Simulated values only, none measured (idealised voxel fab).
process module | voxel plated lines
cross-section cut | 255 nm wide | cells 5 nm
A cross-section is a grid of square cells, given in bands from the top down. A band is one or more rows of cells.
Each band's line starts with the height of the band's top and of its bottom, in nm. Then come its materials from left to right, each with its width in nm. One material with "throughout" fills the band from edge to edge. "air" is empty space.
Height 0 is the level under which the wafer as received is all one material. The lowest band goes on downwards, as in "0 down".
A width such as "30 to 40" changes by the same amount from each row of cells to the next, from the band's top row to its bottom row.
"no change" after a step means that no cell of the cross-section changed.
closed voids: empty space of 8 cells or more with no open way to the top, each as width x height at its distance from the left edge, in nm
after a step's settings: what the simulator itself notes on the step
overlay nm, on a step with a mask: how far to the right of its planned place the mask lay; to the left if negative
plan
1 op RECEIVE | material Si
2 op CONFORMAL_DEP | material Al2O3 | thk nm 15
3 op DIRECTIONAL_DEP | material TiN | thk nm 5
4 op PATTERN | tone open | mask id LINES | material resist | width nm 15 | pitch nm 40 | thk nm 30 | overlay nm 0
5 op EPI | material Ru | thk nm 10
6 op EPI | material Ru | thk nm 5
7 op STRIP | etch materials resist
8 op DIRECTIONAL_ETCH | etch materials TiN | depth nm 5
9 op CONFORMAL_DEP | material SiO2 | thk nm 5
as received, after step 1
  0 down: Si throughout
  closed voids: none
first wafer at the end, as planned
  40 to 35: air 95 | SiO2 25 | air 15 | SiO2 25 | air 95
  35 to 20: air 95 | SiO2 5 | Ru 15 | SiO2 5 | air 15 | SiO2 5 | Ru 15 | SiO2 5 | air 95
  20 to 15: SiO2 100 | TiN 15 | SiO2 25 | TiN 15 | SiO2 100
  15 to 0: Al2O3 throughout
  0 down: Si throughout
  closed voids: none
second wafer at the end: like start, like plan, one mistake
  50 to 35: air 85 | SiO2 85 | air 85
  35 to 30: air 85 | SiO2 15 | Ru 15 | SiO2 25 | Ru 15 | SiO2 15 | air 85
  30 to 20: SiO2 100 | Ru 15 | SiO2 25 | Ru 15 | SiO2 100
  20 to 15: SiO2 100 | TiN 15 | SiO2 25 | TiN 15 | SiO2 100
  15 to 0: Al2O3 throughout
  0 down: Si throughout
  closed voids: none
what went wrong: step 9 ran as: op CONFORMAL_DEP | material SiO2 | thk nm 15
at the end the second wafer has, in cells: 130 more of SiO2
